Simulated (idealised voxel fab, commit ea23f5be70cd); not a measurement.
The document below concerns the process module designated voxel tone inversion.
This is section cut - it's 250 nm across, gridded in 5 nm square cells.
Cross-sections here: square-cell grids, written as top-down lists of bands, a band being one or more rows of cells.
Top, bottom (nm), then materials left to right with widths (nm); lone material tagged "everywhere" fills the whole band edge to edge; "empty" = empty space.
Basically, 0 is our baseline, since under it the wafer straight out of the box is all one material. The bottom band has no lower end and keeps on going down, so it looks like "0 -> down".
The notation "30..40" denotes a width that varies across the rows of cells in the band, beginning at the first number in the top row, finishing at the second number in the bottom row, and changing by an identical amount from each row to the next.
Any step labelled "changes: none" changed none of the cells in the cross-section.
Reported under the label "Cavities, sealed" are the empty spaces having no open way to the top and comprising 8 cells or more; the notation for each is width x height at distance, in which the distance is measured from the left edge and all three values are in nm.
What comes after the settings on a step's line is commentary from the simulator itself on that step.
Among the settings permitted on a step's line is "overlay nm"; applied to a step with a mask, it specifies the extent to which the mask lay to the right of its planned position, whereas a negative figure signifies a position to the left.

# The steps planned for the process are as follows
1: RECEIVE, material Si
2: CONFORMAL_DEP, material SiN, thk nm 5
3: DIRECTIONAL_DEP, material polySi, thk nm 25
4: PATTERN, tone cover, mask id POSTS, material resist, width nm 20, pitch nm 35, thk nm 30, overlay nm 0
5: DIRECTIONAL_ETCH, etch materials polySi, depth nm 25
6: STRIP, etch materials resist
7: FILL_DEP, material SiO2, thk nm 5
8: CMP, height nm 30
9: STRIP, etch materials polySi

# Received-state cross-section, reflecting completion of step 1
> 0 -> down | Si everywhere
> Cavities, sealed: none

# Module complete - cross-section of the first of two wafers, run according to plan
> 30 -> 5 | SiO2: 95; empty: 20; SiO2: 15; empty: 20; SiO2: 100
> 5 -> 0 | SiN everywhere
> 0 -> down | Si everywhere
> Cavities, sealed: none

# So this is wafer number two of the two, cut at the end of the module - it started where the first did and had the same plan, we just got one thing wrong running it
> 30 -> 5 | SiO2: 90; empty: 20; SiO2: 15; empty: 20; SiO2: 105
> 5 -> 0 | SiN everywhere
> 0 -> down | Si everywhere
> Cavities, sealed: none
Here's what went sideways: not per plan at step 4, really ran PATTERN, tone cover, mask id POSTS, material resist, width nm 20, pitch nm 35, thk nm 30, overlay nm -5
The two final wafers agree on how many cells each material fills and disagree on which cells those are.
